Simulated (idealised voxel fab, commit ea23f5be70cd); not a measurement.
The document below concerns the process module designated voxel wiring stack.
For reference, the cross-section in this document is cut, with width 220 nm and square cells of 5 nm.
Cross-section spec: square-cell grid; bands listed top down; each band is one or more rows.
Look at the band entry: it leads with the top's height and the bottom's height in nm. Then it lists the materials left to right, with a width in nm for each. The word "edge to edge" on a single material says that material fills the band edge to edge. The word "blank" is empty space.
The reference from which all heights are counted is 0, the level beneath which the as-received wafer is entirely one material; the lowest band, having no lower bound, proceeds downward and is written after the example "top 0, no bottom".
Note: "30->40" means the width goes from the first number (top row of the band) to the second number (bottom row) in equal steps per row of cells.
"nothing got changed" (step): cross-section cells unchanged, all of them.
Closed-off voids of 8+ cells (no open route to the top) go in "Enclosed void list", written width x height at distance from the left edge, in nm.
On each step's line, the part that comes after the settings is the simulator's own comment on the step.
overlay nm: where the mask lay relative to plan, measured to the right, on steps with a mask; negatives go left.
LISTED BELOW ARE THE PROCESS STEPS AS PLANNED
1. op RECEIVE | material Si
2. op CONFORMAL_DEP | material SiO2 | thk nm 10
3. op DIRECTIONAL_DEP | material TiN | thk nm 5
4. op DIRECTIONAL_DEP | material Ru | thk nm 15
5. op MASKED_ETCH | tone cover | mask id METAL_1 | width nm 30 | pitch nm 50 | etch materials Ru | depth nm 15 | overlay nm 0
6. op MASKED_ETCH | tone cover | mask id METAL_1 | width nm 30 | pitch nm 50 | etch materials TiN | depth nm 5 | overlay nm 0
7. op FILL_DEP | material lowk | thk nm 5
8. op CMP | height nm 30
9. op CONFORMAL_DEP | material SiCN | thk nm 5
10. op DIRECTIONAL_DEP | material lowk | thk nm 10
11. op MASKED_ETCH | tone open | mask id PLUG_1 | width nm 15 | pitch nm 50 | etch materials lowk | depth nm 10 | overlay nm 0
12. op MASKED_ETCH | tone open | mask id PLUG_1 | width nm 15 | pitch nm 50 | etch materials SiCN | depth nm 5 | overlay nm 0
13. op EPI | material Ru | thk nm 10
14. op EPI | material Ru | thk nm 5
15. op DIRECTIONAL_DEP | material TiN | thk nm 5
16. op DIRECTIONAL_DEP | material Ru | thk nm 20
17. op DIRECTIONAL_DEP | material aC | thk nm 10
18. op PATTERN | tone cover | mask id METAL_2 | material resist | width nm 30 | pitch nm 50 | thk nm 30 | overlay nm 0
19. op DIRECTIONAL_ETCH | etch materials aC | depth nm 10
20. op STRIP | etch materials resist
21. op DIRECTIONAL_ETCH | etch materials Ru | depth nm 20
22. op DIRECTIONAL_ETCH | etch materials TiN | depth nm 5
23. op STRIP | etch materials aC
24. op CONFORMAL_DEP | material SiN | thk nm 5
25. op FILL_DEP | material SiO2 | thk nm 5
26. op CMP | height nm 70
27. op CONFORMAL_DEP | material SiCN | thk nm 5
28. op DIRECTIONAL_DEP | material lowk | thk nm 20
29. op PATTERN | tone open | mask id PLUG_2 | material resist | width nm 15 | pitch nm 50 | thk nm 20 | overlay nm 0
30. op DIRECTIONAL_ETCH | etch materials lowk | depth nm 20
31. op DIRECTIONAL_ETCH | etch materials SiCN | depth nm 5
32. op STRIP | etch materials resist
33. op EPI | material Ru | thk nm 10
34. op EPI | material Ru | thk nm 10
35. op EPI | material Ru | thk nm 5
36. op CONFORMAL_DEP | material SiCN | thk nm 5
37. op DIRECTIONAL_DEP | material lowk | thk nm 25
38. op MASKED_ETCH | tone open | mask id METAL_3 | width nm 30 | pitch nm 50 | etch materials lowk | depth nm 25 | overlay nm 0
39. op MASKED_ETCH | tone open | mask id METAL_3 | width nm 30 | pitch nm 50 | etch materials SiCN | depth nm 5 | overlay nm 0
40. op CONFORMAL_DEP | material TiN | thk nm 5
41. op FILL_DEP | material W | thk nm 5
42. op CMP | height nm 125
43. op EPI | material Ru | thk nm 5
44. op FILL_DEP | material SiCN | thk nm 5
CROSS-SECTION OF THE WAFER AT RECEIPT, WHICH IS THE CONDITION AFTER STEP 1
	top 0, no bottom = Si edge to edge
	Enclosed void list: none
CROSS-SECTIONAL VIEW OF THE FIRST OF THE TWO WAFERS UPON COMPLETION OF THE MODULE, PROCESSED IN ACCORDANCE WITH THE PLAN
	top 135, bottom 130 = SiCN edge to edge
	top 130, bottom 125 = 40 SiCN  40 Ru  10 SiCN  40 Ru  10 SiCN  40 Ru  40 SiCN
	top 125, bottom 100 = 45 lowk  5 TiN  20 W  5 TiN  20 lowk  5 TiN  20 W  5 TiN  20 lowk  5 TiN  20 W  5 TiN  45 lowk
	top 100, bottom 95 = 45 SiCN  30 TiN  20 SiCN  30 TiN  20 SiCN  30 TiN  45 SiCN
	top 95, bottom 75 = 45 lowk  15 Ru  35 lowk  15 Ru  35 lowk  15 Ru  60 lowk
	top 75, bottom 70 = 45 SiCN  15 Ru  35 SiCN  15 Ru  35 SiCN  15 Ru  60 SiCN
	top 70, bottom 50 = 40 SiO2  5 SiN  30 Ru  5 SiN  10 SiO2  5 SiN  30 Ru  5 SiN  10 SiO2  5 SiN  30 Ru  5 SiN  40 SiO2
	top 50, bottom 45 = 45 SiN  30 TiN  20 SiN  30 TiN  20 SiN  30 TiN  45 SiN
	top 45, bottom 35 = 45 lowk  15 Ru  35 lowk  15 Ru  35 lowk  15 Ru  60 lowk
	top 35, bottom 30 = 45 SiCN  15 Ru  35 SiCN  15 Ru  35 SiCN  15 Ru  60 SiCN
	top 30, bottom 15 = 45 lowk  30 Ru  20 lowk  30 Ru  20 lowk  30 Ru  45 lowk
	top 15, bottom 10 = 45 lowk  30 TiN  20 lowk  30 TiN  20 lowk  30 TiN  45 lowk
	top 10, bottom 0 = SiO2 edge to edge
	top 0, no bottom = Si edge to edge
	Enclosed void list: none
CROSS-SECTION, SECOND WAFER: SAME START AS THE FIRST, SAME PLAN AS THE FIRST, ONE MISTAKE IN RUNNING IT; TAKEN AT THE END OF THE MODULE
	top 135, bottom 130 = SiCN edge to edge
	top 130, bottom 125 = 40 SiCN  40 Ru  10 SiCN  40 Ru  10 SiCN  40 Ru  40 SiCN
	top 125, bottom 110 = 45 lowk  5 TiN  20 W  5 TiN  20 lowk  5 TiN  20 W  5 TiN  20 lowk  5 TiN  20 W  5 TiN  45 lowk
	top 110, bottom 105 = 30 lowk  15 SiCN  30 TiN  5 lowk  15 SiCN  30 TiN  5 lowk  15 SiCN  30 TiN  45 lowk
	top 105, bottom 100 = 30 lowk  5 SiCN  35 Ru  5 SiCN  5 lowk  5 SiCN  35 Ru  5 SiCN  5 lowk  5 SiCN  35 Ru  5 SiCN  45 lowk
	top 100, bottom 95 = 35 SiCN  35 Ru  15 SiCN  35 Ru  15 SiCN  35 Ru  50 SiCN
	top 95, bottom 75 = 45 lowk  15 Ru  35 lowk  15 Ru  35 lowk  15 Ru  60 lowk
	top 75, bottom 70 = 45 SiCN  15 Ru  35 SiCN  15 Ru  35 SiCN  15 Ru  60 SiCN
	top 70, bottom 50 = 40 SiO2  5 SiN  30 Ru  5 SiN  10 SiO2  5 SiN  30 Ru  5 SiN  10 SiO2  5 SiN  30 Ru  5 SiN  40 SiO2
	top 50, bottom 45 = 45 SiN  30 TiN  20 SiN  30 TiN  20 SiN  30 TiN  45 SiN
	top 45, bottom 35 = 45 lowk  15 Ru  35 lowk  15 Ru  35 lowk  15 Ru  60 lowk
	top 35, bottom 30 = 45 SiCN  15 Ru  35 SiCN  15 Ru  35 SiCN  15 Ru  60 SiCN
	top 30, bottom 15 = 45 lowk  30 Ru  20 lowk  30 Ru  20 lowk  30 Ru  45 lowk
	top 15, bottom 10 = 45 lowk  30 TiN  20 lowk  30 TiN  20 lowk  30 TiN  45 lowk
	top 10, bottom 0 = SiO2 edge to edge
	top 0, no bottom = Si edge to edge
	Enclosed void list: none
Run error: one of the matching steps 33 and 34 was carried out twice, and there is no way to identify which
Materials where the second wafer ends with more or fewer cells than the first: +42 Ru; +12 SiCN; -12 TiN; -24 W; -18 lowk
